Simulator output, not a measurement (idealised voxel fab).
Module name: voxel wiring stack (process module)
FYI the section here is cut, 275 nm wide, cells are 5 nm squares.
This document writes a cross-section as a grid whose cells are square, and gives it as bands, listed from the top down; one or more rows of cells form a band.
Heights first: top, then bottom, in nm. Then materials, left to right, each with a width in nm. "throughout" on a single material: fills the band edge to edge. "air": empty space.
Heights are expressed relative to 0, this being the level below which the as-received wafer comprises one material exclusively. The lowest band is unbounded in the downward direction and is denoted as in "z 0 and below".
Width "30 to 40": first value at the band's top row of cells, second value at its bottom row, equal change from row to row.
You'll sometimes find "everything unchanged" written for a step, and that's the way of saying that nowhere in the cross-section did a cell change during that step.
"Sealed void listing" contains a list of empty spaces, each no smaller than 8 cells and without an open way to the top, written in the form width x height at distance with the distance from the left edge and all three in nm.
The remark found on a step's line after its settings is issued by the simulator itself and pertains to that step.
overlay nm: for a step with a mask, the amount by which the mask lay right of where it was planned; a negative amount means left of it.
**Process steps (planned)**
1,RECEIVE (material Si)
2,CONFORMAL_DEP (material SiO2; thk nm 10)
3,DIRECTIONAL_DEP (material TiN; thk nm 5)
4,DIRECTIONAL_DEP (material W; thk nm 15)
5,DIRECTIONAL_DEP (material aC; thk nm 15)
6,PATTERN (tone cover; mask id METAL_1; material resist; width nm 30; pitch nm 55; thk nm 30; overlay nm 0)
7,DIRECTIONAL_ETCH (etch materials aC; depth nm 15)
8,STRIP (etch materials resist)
9,DIRECTIONAL_ETCH (etch materials W; depth nm 15)
10,DIRECTIONAL_ETCH (etch materials TiN; depth nm 5)
11,STRIP (etch materials aC)
12,CONFORMAL_DEP (material SiCN; thk nm 5)
13,FILL_DEP (material SiO2; thk nm 10)
14,CMP (height nm 30)
15,CONFORMAL_DEP (material SiCN; thk nm 5)
16,DIRECTIONAL_DEP (material SiO2; thk nm 20)
17,PATTERN (tone open; mask id PLUG_1; material resist; width nm 15; pitch nm 55; thk nm 20; overlay nm 0)
18,DIRECTIONAL_ETCH (etch materials SiO2; depth nm 20)
19,DIRECTIONAL_ETCH (etch materials SiCN; depth nm 5)
20,STRIP (etch materials resist)
21,EPI (material Ru; thk nm 10)
22,EPI (material Ru; thk nm 10)
23,EPI (material Ru; thk nm 5)
24,DIRECTIONAL_DEP (material TiN; thk nm 5)
25,DIRECTIONAL_DEP (material Ru; thk nm 25)
26,DIRECTIONAL_DEP (material aC; thk nm 15)
27,PATTERN (tone cover; mask id METAL_2; material resist; width nm 30; pitch nm 55; thk nm 35; overlay nm 0)
28,DIRECTIONAL_ETCH (etch materials aC; depth nm 15)
29,STRIP (etch materials resist)
30,DIRECTIONAL_ETCH (etch materials Ru; depth nm 25)
31,DIRECTIONAL_ETCH (etch materials TiN; depth nm 5)
32,STRIP (etch materials aC)
33,FILL_DEP (material lowk; thk nm 5)
34,CMP (height nm 85)
35,CONFORMAL_DEP (material SiCN; thk nm 5)
36,DIRECTIONAL_DEP (material lowk; thk nm 20)
37,PATTERN (tone open; mask id PLUG_2; material resist; width nm 15; pitch nm 110; thk nm 20; overlay nm 0)
38,DIRECTIONAL_ETCH (etch materials lowk; depth nm 20)
39,DIRECTIONAL_ETCH (etch materials SiCN; depth nm 5)
40,STRIP (etch materials resist)
41,CONFORMAL_DEP (material TiN; thk nm 5)
42,FILL_DEP (material Ru; thk nm 10)
43,CMP (height nm 110)
44,DIRECTIONAL_DEP (material TiN; thk nm 5)
45,DIRECTIONAL_DEP (material Ru; thk nm 15)
46,PATTERN (tone cover; mask id METAL_3; material resist; width nm 30; pitch nm 55; thk nm 20; overlay nm 0)
47,DIRECTIONAL_ETCH (etch materials Ru; depth nm 15)
48,DIRECTIONAL_ETCH (etch materials TiN; depth nm 5)
49,STRIP (etch materials resist)
50,CONFORMAL_DEP (material SiN; thk nm 5)
51,FILL_DEP (material lowk; thk nm 10)
52,CMP (height nm 130)
53,CONFORMAL_DEP (material SiCN; thk nm 5)
54,DIRECTIONAL_DEP (material SiO2; thk nm 30)
55,MASKED_ETCH (tone open; mask id METAL_4; width nm 30; pitch nm 55; etch materials SiO2; depth nm 20; overlay nm 0)
56,MASKED_ETCH (tone open; mask id METAL_4_HOLES; width nm 15; pitch nm 55; etch materials SiO2; depth nm 10; overlay nm 0)
57,MASKED_ETCH (tone open; mask id METAL_4_HOLES; width nm 15; pitch nm 55; etch materials SiCN; depth nm 5; overlay nm 0)
58,CONFORMAL_DEP (material TiN; thk nm 5)
59,FILL_DEP (material Cu; thk nm 5)
60,CMP (height nm 165)
61,CONFORMAL_DEP (material SiCN; thk nm 5)
**Incoming wafer, cross-sectional view, post step 1**
- z 0 and below = Si throughout
- Sealed void listing: none
**Cross-section, first of two wafers, end of module, run as planned**
- z 170 to 165 = SiCN throughout
- z 165 to 150 = SiO2 (65) / TiN (5) / Cu (20) / TiN (5) / SiO2 (25) / TiN (5) / Cu (20) / TiN (5) / SiO2 (25) / TiN (5) / Cu (20) / TiN (5) / SiO2 (70)
- z 150 to 145 = SiO2 (65) / TiN (5) / Cu (5) / TiN (20) / SiO2 (25) / TiN (5) / Cu (5) / TiN (20) / SiO2 (25) / TiN (5) / Cu (5) / TiN (20) / SiO2 (70)
- z 145 to 135 = SiO2 (65) / TiN (5) / Cu (5) / TiN (5) / SiO2 (40) / TiN (5) / Cu (5) / TiN (5) / SiO2 (40) / TiN (5) / Cu (5) / TiN (5) / SiO2 (85)
- z 135 to 130 = SiCN (65) / TiN (15) / SiCN (40) / TiN (15) / SiCN (40) / TiN (15) / SiCN (85)
- z 130 to 115 = lowk (60) / SiN (5) / Ru (30) / SiN (5) / lowk (15) / SiN (5) / Ru (30) / SiN (5) / lowk (15) / SiN (5) / Ru (30) / SiN (5) / lowk (65)
- z 115 to 110 = SiN (65) / TiN (30) / SiN (25) / TiN (30) / SiN (25) / TiN (30) / SiN (70)
- z 110 to 90 = lowk (65) / TiN (5) / Ru (5) / TiN (5) / lowk (95) / TiN (5) / Ru (5) / TiN (5) / lowk (85)
- z 90 to 85 = SiCN (65) / TiN (15) / SiCN (95) / TiN (15) / SiCN (85)
- z 85 to 60 = lowk (65) / Ru (30) / lowk (25) / Ru (30) / lowk (25) / Ru (30) / lowk (70)
- z 60 to 55 = lowk (65) / TiN (30) / lowk (25) / TiN (30) / lowk (25) / TiN (30) / lowk (70)
- z 55 to 35 = SiO2 (65) / Ru (15) / SiO2 (40) / Ru (15) / SiO2 (40) / Ru (15) / SiO2 (85)
- z 35 to 30 = SiCN (65) / Ru (15) / SiCN (40) / Ru (15) / SiCN (40) / Ru (15) / SiCN (85)
- z 30 to 15 = SiO2 (60) / SiCN (5) / W (30) / SiCN (5) / SiO2 (15) / SiCN (5) / W (30) / SiCN (5) / SiO2 (15) / SiCN (5) / W (30) / SiCN (5) / SiO2 (65)
- z 15 to 10 = SiCN (65) / TiN (30) / SiCN (25) / TiN (30) / SiCN (25) / TiN (30) / SiCN (70)
- z 10 to 0 = SiO2 throughout
- z 0 and below = Si throughout
- Sealed void listing: none
**Module end: cross-section of wafer two of two. Same start and process plan as the first wafer. One mistake during execution**
- z 170 to 165 = SiCN throughout
- z 165 to 150 = SiO2 (65) / TiN (5) / Cu (20) / TiN (5) / SiO2 (25) / TiN (5) / Cu (20) / TiN (5) / SiO2 (25) / TiN (5) / Cu (20) / TiN (5) / SiO2 (70)
- z 150 to 145 = SiO2 (65) / TiN (5) / Cu (5) / TiN (20) / SiO2 (25) / TiN (5) / Cu (5) / TiN (20) / SiO2 (25) / TiN (5) / Cu (5) / TiN (20) / SiO2 (70)
- z 145 to 135 = SiO2 (65) / TiN (5) / Cu (5) / TiN (5) / SiO2 (40) / TiN (5) / Cu (5) / TiN (5) / SiO2 (40) / TiN (5) / Cu (5) / TiN (5) / SiO2 (85)
- z 135 to 130 = SiCN (65) / TiN (15) / SiCN (40) / TiN (15) / SiCN (40) / TiN (15) / SiCN (85)
- z 130 to 115 = lowk (65) / SiN (5) / Ru (25) / SiN (5) / lowk (20) / SiN (5) / Ru (25) / SiN (5) / lowk (20) / SiN (5) / Ru (25) / SiN (5) / lowk (65)
- z 115 to 110 = SiN (70) / TiN (25) / SiN (30) / TiN (25) / SiN (30) / TiN (25) / SiN (70)
- z 110 to 90 = lowk (65) / TiN (5) / Ru (5) / TiN (5) / lowk (95) / TiN (5) / Ru (5) / TiN (5) / lowk (85)
- z 90 to 85 = SiCN (65) / TiN (15) / SiCN (95) / TiN (15) / SiCN (85)
- z 85 to 60 = lowk (65) / Ru (30) / lowk (25) / Ru (30) / lowk (25) / Ru (30) / lowk (70)
- z 60 to 55 = lowk (65) / TiN (30) / lowk (25) / TiN (30) / lowk (25) / TiN (30) / lowk (70)
- z 55 to 35 = SiO2 (65) / Ru (15) / SiO2 (40) / Ru (15) / SiO2 (40) / Ru (15) / SiO2 (85)
- z 35 to 30 = SiCN (65) / Ru (15) / SiCN (40) / Ru (15) / SiCN (40) / Ru (15) / SiCN (85)
- z 30 to 15 = SiO2 (60) / SiCN (5) / W (30) / SiCN (5) / SiO2 (15) / SiCN (5) / W (30) / SiCN (5) / SiO2 (15) / SiCN (5) / W (30) / SiCN (5) / SiO2 (65)
- z 15 to 10 = SiCN (65) / TiN (30) / SiCN (25) / TiN (30) / SiCN (25) / TiN (30) / SiCN (70)
- z 10 to 0 = SiO2 throughout
- z 0 and below = Si throughout
- Sealed void listing: none
Which mistake was made when the wafer was run? step 46 deviated from plan and actually ran as PATTERN (tone cover; mask id METAL_3; material resist; width nm 25; pitch nm 55; thk nm 20; overlay nm 0)
FYI, end of process, the second wafer has more or fewer cells of some materials than the first: Ru: 9 fewer, SiN: 3 more, TiN: 3 fewer, lowk: 9 more
